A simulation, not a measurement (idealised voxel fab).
You're looking at the process module voxel self aligned contacts.
Cross-sectional view cut (width: 240 nm; square cell size: 5 nm).
In what follows, cross-sections appear as grids of square cells, described through bands that run from the top down, where every band is one or more rows of cells. First you get the band's top height and its bottom height, in nm, and then the materials it's made of, left to right, with each width in nm. If you see a single material with "everywhere", that one covers the band edge to edge. "air" is empty space. Convention: height 0 is the level below which the wafer, as received, is all one material. The lowest band does not terminate at the bottom but continues downward, represented as "0 -> down". The two numbers in a width such as "30->40" mark its ends across the band: the first belongs to the top row of cells, the second to the bottom row, and from each row to the next the width moves by the same amount. Any step labelled "remains unaltered" changed none of the cells in the cross-section. "Closed void table": sealed empty spaces, 8 cells or more, no open way to top, listed width x height at distance, with distance from the left edge and width, height and distance in nm. Whatever follows a step's settings on its line is a remark the simulator itself makes about that step. The line of a step may include "overlay nm". On a step with a mask, this value is how far to the right of its planned place the mask lay. A negative value means the mask lay to the left.
Process steps (planned)
1: RECEIVE: material Si
2: OXIDIZE: depth nm 5
3: DIRECTIONAL_DEP: material polySi, thk nm 30
4: DIRECTIONAL_DEP: material SiN, thk nm 20
5: PATTERN: tone cover, mask id GATE, material resist, width nm 25, pitch nm 70, thk nm 20, overlay nm 0
6: DIRECTIONAL_ETCH: etch materials SiN, depth nm 20
7: DIRECTIONAL_ETCH: etch materials polySi, depth nm 30
8: STRIP: etch materials resist
9: CONFORMAL_DEP: material SiN, thk nm 10
10: DIRECTIONAL_ETCH: etch materials SiN, depth nm 10
11: FILL_DEP: material SiO2, thk nm 10
12: CMP: height nm 55
13: PATTERN: tone open, mask id CONTACT, material resist, width nm 55, thk nm 15, overlay nm 0
14: DIRECTIONAL_ETCH: etch materials SiO2, depth nm 60
15: STRIP: etch materials resist
16: CONFORMAL_DEP: material TiN, thk nm 5
17: FILL_DEP: material W, thk nm 10
18: CMP: height nm 55
19: CONFORMAL_DEP: material SiCN, thk nm 5
Cross-sectional view of the wafer in its as-received condition, corresponding to the state after step 1
0 -> down | Si everywhere
Closed void table: none
Post-module cross-section of the first of two wafers (run per plan)
60 -> 55 | SiCN everywhere
55 -> 50 | 90 nm SiO2 | 20 nm TiN | 15 nm W | 20 nm TiN | 95 nm SiO2
50 -> 30 | 60 nm SiO2 | 45 nm SiN | 5 nm TiN | 15 nm W | 5 nm TiN | 45 nm SiN | 65 nm SiO2
30 -> 0 | 60 nm SiO2 | 10 nm SiN | 25 nm polySi | 10 nm SiN | 5 nm TiN | 15 nm W | 5 nm TiN | 10 nm SiN | 25 nm polySi | 10 nm SiN | 65 nm SiO2
0 -> -5 | 105 nm SiO2 | 25 nm TiN | 110 nm SiO2
-5 -> down | Si everywhere
Closed void table: none
The second wafer, shown in cross-section after the module: started the same way as the first and given the same plan, yet one mistake crept into how it was run
60 -> 55 | SiCN everywhere
55 -> 50 | 90 nm SiO2 | 20 nm TiN | 15 nm W | 20 nm TiN | 95 nm SiO2
50 -> 30 | 60 nm SiO2 | 45 nm SiN | 5 nm TiN | 15 nm W | 5 nm TiN | 45 nm SiN | 65 nm SiO2
30 -> 5 | 60 nm SiO2 | 10 nm SiN | 25 nm polySi | 10 nm SiN | 5 nm TiN | 15 nm W | 5 nm TiN | 10 nm SiN | 25 nm polySi | 10 nm SiN | 65 nm SiO2
5 -> 0 | 60 nm SiO2 | 10 nm SiN | 25 nm polySi | 10 nm SiN | 25 nm TiN | 10 nm SiN | 25 nm polySi | 10 nm SiN | 65 nm SiO2
0 -> down | Si everywhere
Closed void table: none
Heads up, the wafer didn't run the way we planned it: it should be noted that step 2 of the plan was omitted and was not performed
Final cells, second wafer relative to first, materials higher or lower: +48 Si | -43 SiO2 | -2 TiN | -3 W
